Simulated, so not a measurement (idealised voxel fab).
Title: Process Module voxel quadruple lines
Section shown: cut. Width: 225 nm. Cell size: 5 nm, square.
Cross-section = grid of square cells, listed top down in bands; band = one or more rows. The entry gives the band's vertical extent as a top height and a bottom height in nm, then its horizontal make-up as materials from left to right, each with a width in nm. "air" stands for empty space; a single material marked "throughout" fills the band edge to edge. It should be noted that heights are counted from 0, beneath which the wafer as supplied is of one material throughout, and that the lowest band possesses no lower boundary but continues downward, as written in "top 0, no bottom". So if you see something like "30->40" for the width, read it as the top row of the band sitting at the first number and the bottom row at the second, with every row in between moving by the same amount as the last. No cell of the cross-section changed in a step that is given as "nothing got changed". Entry "Cavities, closed" = empty spaces >= 8 cells with no open way to the top; each as width x height at distance, distance from left edge, all nm. That trailing text on a step's line, after the settings, is the simulator's own remark on the step. The line of a step may include "overlay nm". On a step with a mask, this value is how far to the right of its planned place the mask lay. A negative value means the mask lay to the left.

# Here's what the planned process steps look like
1,RECEIVE | material Si
2,CONFORMAL_DEP | material SiO2 | thk nm 5
3,DIRECTIONAL_DEP | material W | thk nm 10
4,DIRECTIONAL_DEP | material polySi | thk nm 15
5,DIRECTIONAL_DEP | material aC | thk nm 20
6,PATTERN | tone cover | mask id MANDREL | material resist | width nm 20 | thk nm 30 | overlay nm 0
7,DIRECTIONAL_ETCH | etch materials aC | depth nm 20
8,STRIP | etch materials resist
9,CONFORMAL_DEP | material SiO2 | thk nm 10
10,DIRECTIONAL_ETCH | etch materials SiO2 | depth nm 10
11,STRIP | etch materials aC
12,DIRECTIONAL_ETCH | etch materials polySi | depth nm 15
13,STRIP | etch materials SiO2
14,CONFORMAL_DEP | material SiCN | thk nm 5
15,DIRECTIONAL_ETCH | etch materials SiCN | depth nm 5
16,STRIP | etch materials polySi
17,DIRECTIONAL_ETCH | etch materials W | depth nm 10
18,STRIP | etch materials SiCN
19,FILL_DEP | material SiO2 | thk nm 10
20,CMP | height nm 15
The plan shows the depth nm of step 15 as the first wafer had it; this setting differs between the wafers, which start out alike.

# First wafer of several, as received: cross-section after step 1
> top 0, no bottom  Si throughout
> Cavities, closed: none

# End of module: cross-section of the first of several wafers after step 20, the last step
> top 15, bottom 5  85 nm SiO2, 5 nm W, 10 nm SiO2, 5 nm W, 10 nm SiO2, 5 nm W, 10 nm SiO2, 5 nm W, 90 nm SiO2
> top 5, bottom 0  SiO2 throughout
> top 0, no bottom  Si throughout
> Cavities, closed: none

# Cross-sectional view, end of module, last wafer of several
> top 15, bottom 0  SiO2 throughout
> top 0, no bottom  Si throughout
> Cavities, closed: none

# Every row in this table is a wafer at the end of the module, and it gives, for each of the materials, the cells that wafer has gained (+) or lost (-) since it was received, then its closed voids
depth nm 5 | +127 SiO2 | +8 W | Cavities, closed: none
depth nm 10 | +127 SiO2 | +8 W | Cavities, closed: none
depth nm 15 | +127 SiO2 | +8 W | Cavities, closed: none
depth nm 20 | +135 SiO2 | Cavities, closed: none
